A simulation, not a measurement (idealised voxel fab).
This section sets out a process module, namely voxel quadruple lines.
The cross-section on display is named cut; it measures 140 nm wide, and its cells are 5 nm squares.
A cross-section is written here as square cells arranged in a grid, and it is given in bands from the top down, each band taking up one or more rows of cells.
The entry gives the band's vertical extent as a top height and a bottom height in nm, then its horizontal make-up as materials from left to right, each with a width in nm. "air" stands for empty space; a single material marked "throughout" fills the band edge to edge.
The level at which height equals 0 is the one under which the wafer, as it arrives, is entirely one material. No lower edge exists for the bottom band, which continues downward and is notated as in "from 0 down".
The width entry "30..40" should be interpreted row by row: the top row of cells in the band takes the first number, the bottom row takes the second number, and the change between adjacent rows is uniform throughout.
A step reported as "stayed the same" is a step in which no cell of the cross-section changed.
Trapped voids: empty space of 8 cells or more with no open way to the top, each as width x height at its distance from the left edge, in nm
That trailing text on a step's line, after the settings, is the simulator's own remark on the step.
A step line may carry the setting "overlay nm", which, for steps involving a mask, states the distance by which the mask lay to the right of its intended position; negative values denote displacement to the left.
Steps planned for the process:
1. RECEIVE, material Si
2. CONFORMAL_DEP, material SiO2, thk nm 10
3. DIRECTIONAL_DEP, material Ru, thk nm 10
4. DIRECTIONAL_DEP, material polySi, thk nm 20
5. DIRECTIONAL_DEP, material aC, thk nm 20
6. PATTERN, tone cover, mask id MANDREL, material resist, width nm 35, thk nm 25, overlay nm 0
7. DIRECTIONAL_ETCH, etch materials aC, depth nm 20
8. STRIP, etch materials resist
9. CONFORMAL_DEP, material SiO2, thk nm 15
10. DIRECTIONAL_ETCH, etch materials SiO2, depth nm 15
11. STRIP, etch materials aC
12. DIRECTIONAL_ETCH, etch materials polySi, depth nm 20
13. STRIP, etch materials SiO2
14. CONFORMAL_DEP, material SiN, thk nm 5
15. DIRECTIONAL_ETCH, etch materials SiN, depth nm 10
16. STRIP, etch materials polySi
17. DIRECTIONAL_ETCH, etch materials Ru, depth nm 10
18. STRIP, etch materials SiN
It is noted that the wafers described herein are identical at the outset and are distinguished by the thk nm of step 14; the value stated in the plan corresponds to the first wafer.
This is how the first of several wafers looked in cross-section when it arrived, which is after step 1:
	from 0 down | Si throughout
	Trapped voids: none
Every row in this table is a wafer at the end of the module, and it gives, for each of the materials, the cells that wafer has gained (+) or lost (-) since it was received, then its closed voids:
thk nm 5; +8 Ru; +56 SiO2; Trapped voids: none
thk nm 10; +16 Ru; +56 SiO2; Trapped voids: none
thk nm 15; +56 Ru; +56 SiO2; +24 polySi; Trapped voids: none
thk nm 20; +56 Ru; +56 SiO2; +24 polySi; Trapped voids: none
thk nm 25; +56 Ru; +56 SiO2; +24 polySi; Trapped voids: none
